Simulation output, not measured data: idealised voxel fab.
You're looking at the process module voxel plated lines.
This is section cut - it's 270 nm across, gridded in 5 nm square cells.
A cross-section in this document is a grid of square cells, and it is written down as bands, the top band listed before the ones below it; a band is made up of one or more rows of cells.
Basically the band line says how high the top is and how high the bottom is, in nm, and then what's in it from left to right, every material with its width in nm. Empty space shows up as "air", and if a single material carries "all across" it runs the full band edge to edge.
Height is counted from the level 0, under which the received wafer is composed throughout of one material. The lowest of the bands is not closed at the bottom but continues downward, in the notation "0 nm and below".
Quick explanation for "30 to 40": the width changes in equal steps down the rows of cells, from the first number in the band's top row to the second number in its bottom row.
A step reported as "identical to before" is a step in which no cell of the cross-section changed.
Basically, "Enclosed voids" tells you about the enclosed voids: empty spaces with no open way to the top, 8 cells or bigger, each written width x height at distance, where distance is from the left edge, all in nm.
Formally, on a step line, whatever follows the settings is a remark that the simulator itself makes on the step.
overlay nm: how far to the right of its planned place the mask lay on this masked step (negative: to the left).
## Steps in the process plan
1: RECEIVE with material Si
2: CONFORMAL_DEP with material SiO2, thk nm 15
3: DIRECTIONAL_DEP with material TiN, thk nm 5
4: PATTERN with tone open, mask id LINES, material resist, width nm 15, pitch nm 40, thk nm 25, overlay nm 0
5: EPI with material Ru, thk nm 5
6: EPI with material Ru, thk nm 10
7: STRIP with etch materials resist
8: DIRECTIONAL_ETCH with etch materials TiN, depth nm 5
9: CONFORMAL_DEP with material SiCN, thk nm 5
## Cross-section of the wafer upon arrival, representing the state reached after step 1
  0 nm and below  Si all across
  Enclosed voids: none
## Here's the cross-section of the first of our two wafers at the end of the module - it ran as planned
  40 nm to 35 nm  air 60 nm | SiCN 25 nm | air 15 nm | SiCN 25 nm | air 15 nm | SiCN 25 nm | air 15 nm | SiCN 25 nm | air 65 nm
  35 nm to 20 nm  air 60 nm | SiCN 5 nm | Ru 15 nm | SiCN 5 nm | air 15 nm | SiCN 5 nm | Ru 15 nm | SiCN 5 nm | air 15 nm | SiCN 5 nm | Ru 15 nm | SiCN 5 nm | air 15 nm | SiCN 5 nm | Ru 15 nm | SiCN 5 nm | air 65 nm
  20 nm to 15 nm  SiCN 65 nm | TiN 15 nm | SiCN 25 nm | TiN 15 nm | SiCN 25 nm | TiN 15 nm | SiCN 25 nm | TiN 15 nm | SiCN 70 nm
  15 nm to 0 nm  SiO2 all across
  0 nm and below  Si all across
  Enclosed voids: none
## What the second wafer looks like in cross-section once the module is done. Its start and its plan matched the first wafer's exactly; what differed was one mistake in how it was run
  50 nm to 35 nm  air 50 nm | SiCN 165 nm | air 55 nm
  35 nm to 30 nm  air 50 nm | SiCN 15 nm | Ru 15 nm | SiCN 25 nm | Ru 15 nm | SiCN 25 nm | Ru 15 nm | SiCN 25 nm | Ru 15 nm | SiCN 15 nm | air 55 nm
  30 nm to 20 nm  SiCN 65 nm | Ru 15 nm | SiCN 25 nm | Ru 15 nm | SiCN 25 nm | Ru 15 nm | SiCN 25 nm | Ru 15 nm | SiCN 70 nm
  20 nm to 15 nm  SiCN 65 nm | TiN 15 nm | SiCN 25 nm | TiN 15 nm | SiCN 25 nm | TiN 15 nm | SiCN 25 nm | TiN 15 nm | SiCN 70 nm
  15 nm to 0 nm  SiO2 all across
  0 nm and below  Si all across
  Enclosed voids: none
Error vs. plan: step 9 deviated from plan and actually ran as CONFORMAL_DEP with material SiCN, thk nm 15
At the finish, the second wafer shows more or fewer cells for some materials than the first does: SiCN +160
